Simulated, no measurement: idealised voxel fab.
The following is a process module called voxel ribs on slabs.
The cross-section shown here is cut; it is 140 nm wide and divided into square cells measuring 5 nm on a side.
This document writes a cross-section as a grid whose cells are square, and gives it as bands, listed from the top down; one or more rows of cells form a band. What a band's entry tells you: where the top is and where the bottom is, as heights in nm, and after that what lies inside, material by material from left to right, each with its width in nm. Empty space is written as the word "empty", and a single material marked with the word "all across" occupies the band from edge to edge. Heights are reckoned from 0. Under this level, the received wafer is all of one material. The bottommost band is open-ended downward, for example "z 0 and below". You'd read "30..40" like this: the band's top row of cells is as wide as the first number, its bottom row is as wide as the second, and going down, every row changes width by the same amount as the row before did. "no alterations made" -> step changed no cross-section cell. Listed in "Voids, enclosed": every empty space of 8 or more cells without an open way to the top. Form: width x height at distance, the distance being from the left edge, all in nm. Formally, on a step line, whatever follows the settings is a remark that the simulator itself makes on the step. overlay nm: mask offset rightward from planned place, masked step; negative means leftward offset.

[plan]
1. RECEIVE: material Si
2. DIRECTIONAL_DEP: material SiO2, thk nm 20
3. DIRECTIONAL_DEP: material polySi, thk nm 20
4. PATTERN: tone cover, mask id RIB, material resist, width nm 30, thk nm 20, overlay nm 0
5. DIRECTIONAL_ETCH: etch materials polySi, depth nm 15
6. STRIP: etch materials resist
7. DIRECTIONAL_DEP: material aC, thk nm 15
8. PATTERN: tone cover, mask id SLAB, material resist, width nm 60, thk nm 35, overlay nm 0
9. DIRECTIONAL_ETCH: etch materials aC, depth nm 15
10. STRIP: etch materials resist
11. DIRECTIONAL_ETCH: etch materials polySi, depth nm 5
12. STRIP: etch materials aC
13. FILL_DEP: material SiO2, thk nm 15
14. CMP: height nm 50
15. DIRECTIONAL_DEP: material TiN, thk nm 5
16. MASKED_ETCH: tone cover, mask id HEATER, width nm 40, etch materials TiN, depth nm 5, overlay nm 0
17. CONFORMAL_DEP: material SiO2, thk nm 5

[Cross-section of the wafer upon arrival, representing the state reached after step 1]
z 0 and below = Si all across
Voids, enclosed: none

[The plan above was carried out on the starting structure above with one mistake, and this cross-section shows the wafer at the end of the module]
z 60 to 55 = empty: 45, SiO2: 50, empty: 45
z 55 to 50 = SiO2: 50, TiN: 40, SiO2: 50
z 50 to 40 = SiO2 all across
z 40 to 25 = SiO2: 55, polySi: 30, SiO2: 55
z 25 to 20 = SiO2: 40, polySi: 60, SiO2: 40
z 20 to 0 = polySi all across
z 0 and below = Si all across
Voids, enclosed: none
Run error: step 2 was processed under conditions differing from the plan, specifically as DIRECTIONAL_DEP: material polySi, thk nm 20
